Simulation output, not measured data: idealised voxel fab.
process module | voxel gate over fins
cross-section cut | 215 nm wide | cells 5 nm
A cross-section is a grid of square cells, given in bands from the top down. A band is one or more rows of cells.
Each band's line starts with the height of the band's top and of its bottom, in nm. Then come its materials from left to right, each with its width in nm. One material with "throughout" fills the band from edge to edge. "air" is empty space.
Height 0 is the level under which the wafer as received is all one material. The lowest band goes on downwards, as in "0 down".
A width such as "30 to 40" changes by the same amount from each row of cells to the next, from the band's top row to its bottom row.
"no change" after a step means that no cell of the cross-section changed.
closed voids: empty space of 8 cells or more with no open way to the top, each as width x height at its distance from the left edge, in nm
after a step's settings: what the simulator itself notes on the step
overlay nm, on a step with a mask: how far to the right of its planned place the mask lay; to the left if negative
plan
1 op RECEIVE | material Si
2 op CONFORMAL_DEP | material SiN | thk nm 5
3 op PATTERN | tone cover | mask id FINS | material resist | width nm 15 | pitch nm 50 | thk nm 20 | overlay nm 0
4 op DIRECTIONAL_ETCH | etch materials SiN | depth nm 5
5 op DIRECTIONAL_ETCH | etch materials Si | depth nm 40
6 op STRIP | etch materials resist
7 op FILL_DEP | material SiO2 | thk nm 5
8 op CMP | height nm 5
9 op PATTERN | tone open | mask id RAIL | material resist | width nm 15 | thk nm 20 | overlay nm 0
10 op DIRECTIONAL_ETCH | etch materials SiO2 | depth nm 40
11 op STRIP | etch materials resist
12 op CONFORMAL_DEP | material TiN | thk nm 5
13 op FILL_DEP | material Ru | thk nm 10
14 op CMP | height nm 5
15 op SELECTIVE_ETCH | etch materials W Ru TiN | depth nm 25
16 op FILL_DEP | material SiO2 | thk nm 5
17 op CMP | height nm 5
18 op SELECTIVE_ETCH | etch materials SiO2 | depth nm 15
19 op STRIP | etch materials SiN
20 op CONFORMAL_DEP | material HfO2 | thk nm 5
21 op CONFORMAL_DEP | material TiN | thk nm 5
22 op CONFORMAL_DEP | material TiAl | thk nm 5
23 op CONFORMAL_DEP | material TiN | thk nm 5
24 op FILL_DEP | material W | thk nm 10
25 op CMP | height nm 25
26 op CONFORMAL_DEP | material SiN | thk nm 5
first wafer, as planned
as received, after step 1
  0 down: Si throughout
  closed voids: none
after step 2
  5 to 0: SiN throughout
  below 0: unchanged
after step 3
  25 to 5: air 25 | resist 15 | air 35 | resist 15 | air 35 | resist 15 | air 35 | resist 15 | air 25
  below 5: unchanged
after step 4
  25 to 5: air 25 | resist 15 | air 35 | resist 15 | air 35 | resist 15 | air 35 | resist 15 | air 25
  5 to 0: air 25 | SiN 15 | air 35 | SiN 15 | air 35 | SiN 15 | air 35 | SiN 15 | air 25
  below 0: unchanged
after step 5
  25 to 5: air 25 | resist 15 | air 35 | resist 15 | air 35 | resist 15 | air 35 | resist 15 | air 25
  5 to 0: air 25 | SiN 15 | air 35 | SiN 15 | air 35 | SiN 15 | air 35 | SiN 15 | air 25
  0 to -40: air 25 | Si 15 | air 35 | Si 15 | air 35 | Si 15 | air 35 | Si 15 | air 25
  below -40: unchanged
after step 6
  5 to 0: air 25 | SiN 15 | air 35 | SiN 15 | air 35 | SiN 15 | air 35 | SiN 15 | air 25
  below 0: unchanged
after step 7
  10 to 5: SiO2 throughout
  5 to 0: SiO2 25 | SiN 15 | SiO2 35 | SiN 15 | SiO2 35 | SiN 15 | SiO2 35 | SiN 15 | SiO2 25
  0 to -40: SiO2 25 | Si 15 | SiO2 35 | Si 15 | SiO2 35 | Si 15 | SiO2 35 | Si 15 | SiO2 25
  below -40: unchanged
after step 8
  5 to 0: SiO2 25 | SiN 15 | SiO2 35 | SiN 15 | SiO2 35 | SiN 15 | SiO2 35 | SiN 15 | SiO2 25
  below 0: unchanged
after step 9
  25 to 5: resist 50 | air 15 | resist 150
  below 5: unchanged
after step 10
  25 to 5: resist 50 | air 15 | resist 150
  5 to 0: SiO2 25 | SiN 15 | SiO2 10 | air 15 | SiO2 10 | SiN 15 | SiO2 35 | SiN 15 | SiO2 35 | SiN 15 | SiO2 25
  0 to -35: SiO2 25 | Si 15 | SiO2 10 | air 15 | SiO2 10 | Si 15 | SiO2 35 | Si 15 | SiO2 35 | Si 15 | SiO2 25
  below -35: unchanged
after step 11
  5 to 0: SiO2 25 | SiN 15 | SiO2 10 | air 15 | SiO2 10 | SiN 15 | SiO2 35 | SiN 15 | SiO2 35 | SiN 15 | SiO2 25
  below 0: unchanged
after step 12
  10 to 5: TiN 55 | air 5 | TiN 155
  5 to 0: SiO2 25 | SiN 15 | SiO2 10 | TiN 5 | air 5 | TiN 5 | SiO2 10 | SiN 15 | SiO2 35 | SiN 15 | SiO2 35 | SiN 15 | SiO2 25
  0 to -30: SiO2 25 | Si 15 | SiO2 10 | TiN 5 | air 5 | TiN 5 | SiO2 10 | Si 15 | SiO2 35 | Si 15 | SiO2 35 | Si 15 | SiO2 25
  -30 to -35: SiO2 25 | Si 15 | SiO2 10 | TiN 15 | SiO2 10 | Si 15 | SiO2 35 | Si 15 | SiO2 35 | Si 15 | SiO2 25
  below -35: unchanged
after step 13
  20 to 10: Ru throughout
  10 to 5: TiN 55 | Ru 5 | TiN 155
  5 to 0: SiO2 25 | SiN 15 | SiO2 10 | TiN 5 | Ru 5 | TiN 5 | SiO2 10 | SiN 15 | SiO2 35 | SiN 15 | SiO2 35 | SiN 15 | SiO2 25
  0 to -30: SiO2 25 | Si 15 | SiO2 10 | TiN 5 | Ru 5 | TiN 5 | SiO2 10 | Si 15 | SiO2 35 | Si 15 | SiO2 35 | Si 15 | SiO2 25
  below -30: unchanged
after step 14
  5 to 0: SiO2 25 | SiN 15 | SiO2 10 | TiN 5 | Ru 5 | TiN 5 | SiO2 10 | SiN 15 | SiO2 35 | SiN 15 | SiO2 35 | SiN 15 | SiO2 25
  below 0: unchanged
after step 15
  5 to 0: SiO2 25 | SiN 15 | SiO2 10 | air 15 | SiO2 10 | SiN 15 | SiO2 35 | SiN 15 | SiO2 35 | SiN 15 | SiO2 25
  0 to -20: SiO2 25 | Si 15 | SiO2 10 | air 15 | SiO2 10 | Si 15 | SiO2 35 | Si 15 | SiO2 35 | Si 15 | SiO2 25
  below -20: unchanged
after step 16
  10 to 5: SiO2 throughout
  5 to 0: SiO2 25 | SiN 15 | SiO2 35 | SiN 15 | SiO2 35 | SiN 15 | SiO2 35 | SiN 15 | SiO2 25
  0 to -20: SiO2 25 | Si 15 | SiO2 35 | Si 15 | SiO2 35 | Si 15 | SiO2 35 | Si 15 | SiO2 25
  below -20: unchanged
after step 17
  5 to 0: SiO2 25 | SiN 15 | SiO2 35 | SiN 15 | SiO2 35 | SiN 15 | SiO2 35 | SiN 15 | SiO2 25
  below 0: unchanged
after step 18
  5 to 0: air 25 | SiN 15 | air 35 | SiN 15 | air 35 | SiN 15 | air 35 | SiN 15 | air 25
  0 to -10: air 25 | Si 15 | air 35 | Si 15 | air 35 | Si 15 | air 35 | Si 15 | air 25
  below -10: unchanged
after step 19
  0 to -10: air 25 | Si 15 | air 35 | Si 15 | air 35 | Si 15 | air 35 | Si 15 | air 25
  below -10: unchanged
after step 20
  5 to 0: air 20 | HfO2 25 | air 25 | HfO2 25 | air 25 | HfO2 25 | air 25 | HfO2 25 | air 20
  0 to -5: air 20 | HfO2 5 | Si 15 | HfO2 5 | air 25 | HfO2 5 | Si 15 | HfO2 5 | air 25 | HfO2 5 | Si 15 | HfO2 5 | air 25 | HfO2 5 | Si 15 | HfO2 5 | air 20
  -5 to -10: HfO2 25 | Si 15 | HfO2 35 | Si 15 | HfO2 35 | Si 15 | HfO2 35 | Si 15 | HfO2 25
  below -10: unchanged
after step 21
  10 to 5: air 15 | TiN 35 | air 15 | TiN 35 | air 15 | TiN 35 | air 15 | TiN 35 | air 15
  5 to 0: air 15 | TiN 5 | HfO2 25 | TiN 5 | air 15 | TiN 5 | HfO2 25 | TiN 5 | air 15 | TiN 5 | HfO2 25 | TiN 5 | air 15 | TiN 5 | HfO2 25 | TiN 5 | air 15
  0 to -5: TiN 20 | HfO2 5 | Si 15 | HfO2 5 | TiN 25 | HfO2 5 | Si 15 | HfO2 5 | TiN 25 | HfO2 5 | Si 15 | HfO2 5 | TiN 25 | HfO2 5 | Si 15 | HfO2 5 | TiN 20
  below -5: unchanged
after step 22
  15 to 10: air 10 | TiAl 45 | air 5 | TiAl 45 | air 5 | TiAl 45 | air 5 | TiAl 45 | air 10
  10 to 5: air 10 | TiAl 5 | TiN 35 | TiAl 5 | air 5 | TiAl 5 | TiN 35 | TiAl 5 | air 5 | TiAl 5 | TiN 35 | TiAl 5 | air 5 | TiAl 5 | TiN 35 | TiAl 5 | air 10
  5 to 0: TiAl 15 | TiN 5 | HfO2 25 | TiN 5 | TiAl 15 | TiN 5 | HfO2 25 | TiN 5 | TiAl 15 | TiN 5 | HfO2 25 | TiN 5 | TiAl 15 | TiN 5 | HfO2 25 | TiN 5 | TiAl 15
  below 0: unchanged
after step 23
  20 to 15: air 5 | TiN 205 | air 5
  15 to 10: air 5 | TiN 5 | TiAl 45 | TiN 5 | TiAl 45 | TiN 5 | TiAl 45 | TiN 5 | TiAl 45 | TiN 5 | air 5
  10 to 5: TiN 10 | TiAl 5 | TiN 35 | TiAl 5 | TiN 5 | TiAl 5 | TiN 35 | TiAl 5 | TiN 5 | TiAl 5 | TiN 35 | TiAl 5 | TiN 5 | TiAl 5 | TiN 35 | TiAl 5 | TiN 10
  below 5: unchanged
after step 24
  30 to 20: W throughout
  20 to 15: W 5 | TiN 205 | W 5
  15 to 10: W 5 | TiN 5 | TiAl 45 | TiN 5 | TiAl 45 | TiN 5 | TiAl 45 | TiN 5 | TiAl 45 | TiN 5 | W 5
  below 10: unchanged
after step 25
  25 to 20: W throughout
  below 20: unchanged
after step 26
  30 to 25: SiN throughout
  below 25: unchanged
second wafer: like start, like plan, one mistake. Through step 21 it matches the first wafer
when step 22 should have ended: no change
when step 23 should have ended
  15 to 5: air 10 | TiN 45 | air 5 | TiN 45 | air 5 | TiN 45 | air 5 | TiN 45 | air 10
  5 to 0: TiN 20 | HfO2 25 | TiN 25 | HfO2 25 | TiN 25 | HfO2 25 | TiN 25 | HfO2 25 | TiN 20
  below 0: unchanged
when step 24 should have ended
  25 to 15: W throughout
  15 to 5: W 10 | TiN 45 | W 5 | TiN 45 | W 5 | TiN 45 | W 5 | TiN 45 | W 10
  below 5: unchanged
when step 25 should have ended: no change
when step 26 should have ended
  30 to 25: SiN throughout
  below 25: unchanged
what went wrong: step 22 was left out
at the end the second wafer has, in cells: 59 fewer of TiAl | 6 more of TiN | 53 more of W
